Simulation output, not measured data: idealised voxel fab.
Herein follows the process module entitled voxel capacitor over wiring.
Cross-section cut spans 200 nm and uses square cells 5 nm in size.
Reading order for cross-sections: top band down to bottom band. Underlying form: a grid of square cells. Band size: one or more rows of cells.
Heights first: top, then bottom, in nm. Then materials, left to right, each with a width in nm. "throughout" on a single material: fills the band edge to edge. "empty": empty space.
Measure heights from 0. That's the level where, below it, the as-received wafer is all one material. The lowest band is bottomless and extends downward; write it as in "0 -> down".
The width entry "30->40" should be interpreted row by row: the top row of cells in the band takes the first number, the bottom row takes the second number, and the change between adjacent rows is uniform throughout.
You'll sometimes find "nothing changed" written for a step, and that's the way of saying that nowhere in the cross-section did a cell change during that step.
Each empty space that has no open way to the top and spans at least 8 cells appears under "Fully sealed cavities" as width x height at distance, the distance counted from the left edge, all in nm.
It should be noted that, on the line of a given step, the content following the step's settings is a remark produced by the simulator itself with respect to that step.
Steps that use a mask can have "overlay nm" on their line. It says how far the mask sat to the right of where it was meant to be. Negative means to the left.
## This section lists the process steps that were planned
1 op RECEIVE | material Si
2 op CONFORMAL_DEP | material SiO2 | thk nm 10
3 op CONFORMAL_DEP | material SiCN | thk nm 5
4 op DIRECTIONAL_DEP | material SiO2 | thk nm 15
5 op MASKED_ETCH | tone open | mask id METAL_1 | width nm 20 | pitch nm 70 | etch materials SiO2 | depth nm 15 | overlay nm 0
6 op MASKED_ETCH | tone open | mask id METAL_1 | width nm 20 | pitch nm 70 | etch materials SiCN | depth nm 5 | overlay nm 0
7 op CONFORMAL_DEP | material TiN | thk nm 5
8 op FILL_DEP | material W | thk nm 10
9 op CMP | height nm 30
10 op CONFORMAL_DEP | material SiCN | thk nm 5
11 op DIRECTIONAL_DEP | material lowk | thk nm 20
12 op PATTERN | tone open | mask id PLUG_1 | material resist | width nm 15 | thk nm 20 | overlay nm 0
13 op DIRECTIONAL_ETCH | etch materials lowk | depth nm 20
14 op DIRECTIONAL_ETCH | etch materials SiCN | depth nm 5
15 op STRIP | etch materials resist
16 op CONFORMAL_DEP | material TiN | thk nm 5
17 op FILL_DEP | material Cu | thk nm 10
18 op CMP | height nm 55
19 op DIRECTIONAL_DEP | material TiN | thk nm 5
20 op DIRECTIONAL_DEP | material Al2O3 | thk nm 5
21 op DIRECTIONAL_DEP | material TiN | thk nm 10
22 op MASKED_ETCH | tone cover | mask id UPPER_PLATE | width nm 55 | etch materials TiN | depth nm 10 | overlay nm 0
23 op MASKED_ETCH | tone cover | mask id UPPER_PLATE | width nm 55 | etch materials Al2O3 | depth nm 5 | overlay nm 0
24 op MASKED_ETCH | tone cover | mask id LOWER_PLATE | width nm 65 | etch materials TiN | depth nm 5 | overlay nm 0
25 op FILL_DEP | material SiO2 | thk nm 15
26 op CMP | height nm 85
27 op MASKED_ETCH | tone open | mask id PLUG_2 | width nm 15 | etch materials SiO2 | depth nm 10 | overlay nm 0
28 op CONFORMAL_DEP | material TiN | thk nm 5
29 op FILL_DEP | material Cu | thk nm 10
30 op CMP | height nm 85
31 op CONFORMAL_DEP | material SiN | thk nm 5
## First wafer of two (run as planned)
## Incoming wafer, cross-sectional view, post step 1
* 0 -> down  Si throughout
* Fully sealed cavities: none
## After step 2: wafer cross-section
* 10 -> 0  SiO2 throughout
* Under 0: no change, same as before.
## After step 3: wafer cross-section
* 15 -> 10  SiCN throughout
* Under 10: no change, same as before.
## After step 4: wafer cross-section
* 30 -> 15  SiO2 throughout
* Under 15: no change, same as before.
## After step 5: wafer cross-section
* 30 -> 15  55 SiO2  20 empty  50 SiO2  20 empty  55 SiO2
* Under 15: no change, same as before.
## After step 6: wafer cross-section
* 30 -> 15  55 SiO2  20 empty  50 SiO2  20 empty  55 SiO2
* 15 -> 10  55 SiCN  20 empty  50 SiCN  20 empty  55 SiCN
* Under 10: no change, same as before.
## After step 7: wafer cross-section
* 35 -> 30  60 TiN  10 empty  60 TiN  10 empty  60 TiN
* 30 -> 15  55 SiO2  5 TiN  10 empty  5 TiN  50 SiO2  5 TiN  10 empty  5 TiN  55 SiO2
* 15 -> 10  55 SiCN  20 TiN  50 SiCN  20 TiN  55 SiCN
* Under 10: no change, same as before.
## After step 8: wafer cross-section
* 45 -> 35  W throughout
* 35 -> 30  60 TiN  10 W  60 TiN  10 W  60 TiN
* 30 -> 15  55 SiO2  5 TiN  10 W  5 TiN  50 SiO2  5 TiN  10 W  5 TiN  55 SiO2
* Under 15: no change, same as before.
## After step 9: wafer cross-section
* 30 -> 15  55 SiO2  5 TiN  10 W  5 TiN  50 SiO2  5 TiN  10 W  5 TiN  55 SiO2
* Under 15: no change, same as before.
## After step 10: wafer cross-section
* 35 -> 30  SiCN throughout
* Under 30: no change, same as before.
## After step 11: wafer cross-section
* 55 -> 35  lowk throughout
* Under 35: no change, same as before.
## After step 12: wafer cross-section
* 75 -> 55  60 resist  15 empty  125 resist
* Under 55: no change, same as before.
## After step 13: wafer cross-section
* 75 -> 55  60 resist  15 empty  125 resist
* 55 -> 35  60 lowk  15 empty  125 lowk
* Under 35: no change, same as before.
## After step 14: wafer cross-section
* 75 -> 55  60 resist  15 empty  125 resist
* 55 -> 35  60 lowk  15 empty  125 lowk
* 35 -> 30  60 SiCN  15 empty  125 SiCN
* Under 30: no change, same as before.
## After step 15: wafer cross-section
* 55 -> 35  60 lowk  15 empty  125 lowk
* Under 35: no change, same as before.
## After step 16: wafer cross-section
* 60 -> 55  65 TiN  5 empty  130 TiN
* 55 -> 35  60 lowk  5 TiN  5 empty  5 TiN  125 lowk
* 35 -> 30  60 SiCN  15 TiN  125 SiCN
* Under 30: no change, same as before.
## After step 17: wafer cross-section
* 70 -> 60  Cu throughout
* 60 -> 55  65 TiN  5 Cu  130 TiN
* 55 -> 35  60 lowk  5 TiN  5 Cu  5 TiN  125 lowk
* Under 35: no change, same as before.
## After step 18: wafer cross-section
* 55 -> 35  60 lowk  5 TiN  5 Cu  5 TiN  125 lowk
* Under 35: no change, same as before.
## After step 19: wafer cross-section
* 60 -> 55  TiN throughout
* Under 55: no change, same as before.
## After step 20: wafer cross-section
* 65 -> 60  Al2O3 throughout
* Under 60: no change, same as before.
## After step 21: wafer cross-section
* 75 -> 65  TiN throughout
* Under 65: no change, same as before.
## After step 22: wafer cross-section
* 75 -> 65  60 empty  55 TiN  85 empty
* Under 65: no change, same as before.
## After step 23: wafer cross-section
* 75 -> 65  60 empty  55 TiN  85 empty
* 65 -> 60  60 empty  55 Al2O3  85 empty
* Under 60: no change, same as before.
## After step 24: wafer cross-section
* 75 -> 65  60 empty  55 TiN  85 empty
* 65 -> 60  60 empty  55 Al2O3  85 empty
* 60 -> 55  55 empty  65 TiN  80 empty
* Under 55: no change, same as before.
## After step 25: wafer cross-section
* 90 -> 75  SiO2 throughout
* 75 -> 65  60 SiO2  55 TiN  85 SiO2
* 65 -> 60  60 SiO2  55 Al2O3  85 SiO2
* 60 -> 55  55 SiO2  65 TiN  80 SiO2
* Under 55: no change, same as before.
## After step 26: wafer cross-section
* 85 -> 75  SiO2 throughout
* Under 75: no change, same as before.
## After step 27: wafer cross-section
* 85 -> 75  70 SiO2  15 empty  115 SiO2
* Under 75: no change, same as before.
## After step 28: wafer cross-section
* 90 -> 85  75 TiN  5 empty  120 TiN
* 85 -> 80  70 SiO2  5 TiN  5 empty  5 TiN  115 SiO2
* 80 -> 75  70 SiO2  15 TiN  115 SiO2
* Under 75: no change, same as before.
## After step 29: wafer cross-section
* 100 -> 90  Cu throughout
* 90 -> 85  75 TiN  5 Cu  120 TiN
* 85 -> 80  70 SiO2  5 TiN  5 Cu  5 TiN  115 SiO2
* Under 80: no change, same as before.
## After step 30: wafer cross-section
* 85 -> 80  70 SiO2  5 TiN  5 Cu  5 TiN  115 SiO2
* Under 80: no change, same as before.
## After step 31: wafer cross-section
* 90 -> 85  SiN throughout
* Under 85: no change, same as before.
## Second wafer, same starting conditions and recipe as the first, one mistake in executing it, nothing differs from the first up to and including step 1
## Cross-section, second wafer, at the end time the plan gives for step 2
* 15 -> 0  SiO2 throughout
* Under 0: no change, same as before.
## Cross-section, second wafer, at the end time the plan gives for step 3
* 20 -> 15  SiCN throughout
* Under 15: no change, same as before.
## Cross-section, second wafer, at the end time the plan gives for step 4
* 35 -> 20  SiO2 throughout
* Under 20: no change, same as before.
## Cross-section, second wafer, at the end time the plan gives for step 5
* 35 -> 20  55 SiO2  20 empty  50 SiO2  20 empty  55 SiO2
* Under 20: no change, same as before.
## Cross-section, second wafer, at the end time the plan gives for step 6
* 35 -> 20  55 SiO2  20 empty  50 SiO2  20 empty  55 SiO2
* 20 -> 15  55 SiCN  20 empty  50 SiCN  20 empty  55 SiCN
* Under 15: no change, same as before.
## Cross-section, second wafer, at the end time the plan gives for step 7
* 40 -> 35  60 TiN  10 empty  60 TiN  10 empty  60 TiN
* 35 -> 20  55 SiO2  5 TiN  10 empty  5 TiN  50 SiO2  5 TiN  10 empty  5 TiN  55 SiO2
* 20 -> 15  55 SiCN  20 TiN  50 SiCN  20 TiN  55 SiCN
* Under 15: no change, same as before.
## Cross-section, second wafer, at the end time the plan gives for step 8
* 50 -> 40  W throughout
* 40 -> 35  60 TiN  10 W  60 TiN  10 W  60 TiN
* 35 -> 20  55 SiO2  5 TiN  10 W  5 TiN  50 SiO2  5 TiN  10 W  5 TiN  55 SiO2
* Under 20: no change, same as before.
## Cross-section, second wafer, at the end time the plan gives for step 9
* 30 -> 20  55 SiO2  5 TiN  10 W  5 TiN  50 SiO2  5 TiN  10 W  5 TiN  55 SiO2
* Under 20: no change, same as before.
## Cross-section, second wafer, at the end time the plan gives for step 10
* 35 -> 30  SiCN throughout
* Under 30: no change, same as before.
## Cross-section, second wafer, at the end time the plan gives for step 11
* 55 -> 35  lowk throughout
* Under 35: no change, same as before.
## Cross-section, second wafer, at the end time the plan gives for step 12
* 75 -> 55  60 resist  15 empty  125 resist
* Under 55: no change, same as before.
## Cross-section, second wafer, at the end time the plan gives for step 13
* 75 -> 55  60 resist  15 empty  125 resist
* 55 -> 35  60 lowk  15 empty  125 lowk
* Under 35: no change, same as before.
## Cross-section, second wafer, at the end time the plan gives for step 14
* 75 -> 55  60 resist  15 empty  125 resist
* 55 -> 35  60 lowk  15 empty  125 lowk
* 35 -> 30  60 SiCN  15 empty  125 SiCN
* Under 30: no change, same as before.
## Cross-section, second wafer, at the end time the plan gives for step 15
* 55 -> 35  60 lowk  15 empty  125 lowk
* Under 35: no change, same as before.
## Cross-section, second wafer, at the end time the plan gives for step 16
* 60 -> 55  65 TiN  5 empty  130 TiN
* 55 -> 35  60 lowk  5 TiN  5 empty  5 TiN  125 lowk
* 35 -> 30  60 SiCN  15 TiN  125 SiCN
* Under 30: no change, same as before.
## Cross-section, second wafer, at the end time the plan gives for step 17
* 70 -> 60  Cu throughout
* 60 -> 55  65 TiN  5 Cu  130 TiN
* 55 -> 35  60 lowk  5 TiN  5 Cu  5 TiN  125 lowk
* Under 35: no change, same as before.
## Cross-section, second wafer, at the end time the plan gives for step 18
* 55 -> 35  60 lowk  5 TiN  5 Cu  5 TiN  125 lowk
* Under 35: no change, same as before.
## Cross-section, second wafer, at the end time the plan gives for step 19
* 60 -> 55  TiN throughout
* Under 55: no change, same as before.
## Cross-section, second wafer, at the end time the plan gives for step 20
* 65 -> 60  Al2O3 throughout
* Under 60: no change, same as before.
## Cross-section, second wafer, at the end time the plan gives for step 21
* 75 -> 65  TiN throughout
* Under 65: no change, same as before.
## Cross-section, second wafer, at the end time the plan gives for step 22
* 75 -> 65  60 empty  55 TiN  85 empty
* Under 65: no change, same as before.
## Cross-section, second wafer, at the end time the plan gives for step 23
* 75 -> 65  60 empty  55 TiN  85 empty
* 65 -> 60  60 empty  55 Al2O3  85 empty
* Under 60: no change, same as before.
## Cross-section, second wafer, at the end time the plan gives for step 24
* 75 -> 65  60 empty  55 TiN  85 empty
* 65 -> 60  60 empty  55 Al2O3  85 empty
* 60 -> 55  55 empty  65 TiN  80 empty
* Under 55: no change, same as before.
## Cross-section, second wafer, at the end time the plan gives for step 25
* 90 -> 75  SiO2 throughout
* 75 -> 65  60 SiO2  55 TiN  85 SiO2
* 65 -> 60  60 SiO2  55 Al2O3  85 SiO2
* 60 -> 55  55 SiO2  65 TiN  80 SiO2
* Under 55: no change, same as before.
## Cross-section, second wafer, at the end time the plan gives for step 26
* 85 -> 75  SiO2 throughout
* Under 75: no change, same as before.
## Cross-section, second wafer, at the end time the plan gives for step 27
* 85 -> 75  70 SiO2  15 empty  115 SiO2
* Under 75: no change, same as before.
## Cross-section, second wafer, at the end time the plan gives for step 28
* 90 -> 85  75 TiN  5 empty  120 TiN
* 85 -> 80  70 SiO2  5 TiN  5 empty  5 TiN  115 SiO2
* 80 -> 75  70 SiO2  15 TiN  115 SiO2
* Under 75: no change, same as before.
## Cross-section, second wafer, at the end time the plan gives for step 29
* 100 -> 90  Cu throughout
* 90 -> 85  75 TiN  5 Cu  120 TiN
* 85 -> 80  70 SiO2  5 TiN  5 Cu  5 TiN  115 SiO2
* Under 80: no change, same as before.
## Cross-section, second wafer, at the end time the plan gives for step 30
* 85 -> 80  70 SiO2  5 TiN  5 Cu  5 TiN  115 SiO2
* Under 80: no change, same as before.
## Cross-section, second wafer, at the end time the plan gives for step 31
* 90 -> 85  SiN throughout
* Under 85: no change, same as before.
What was done differently from what was planned? step 2 was processed under conditions differing from the plan, specifically as op CONFORMAL_DEP | material SiO2 | thk nm 15
Cell-count delta at end, second wafer over first, by material: SiO2: 8 more | TiN: 4 fewer | W: 4 fewer
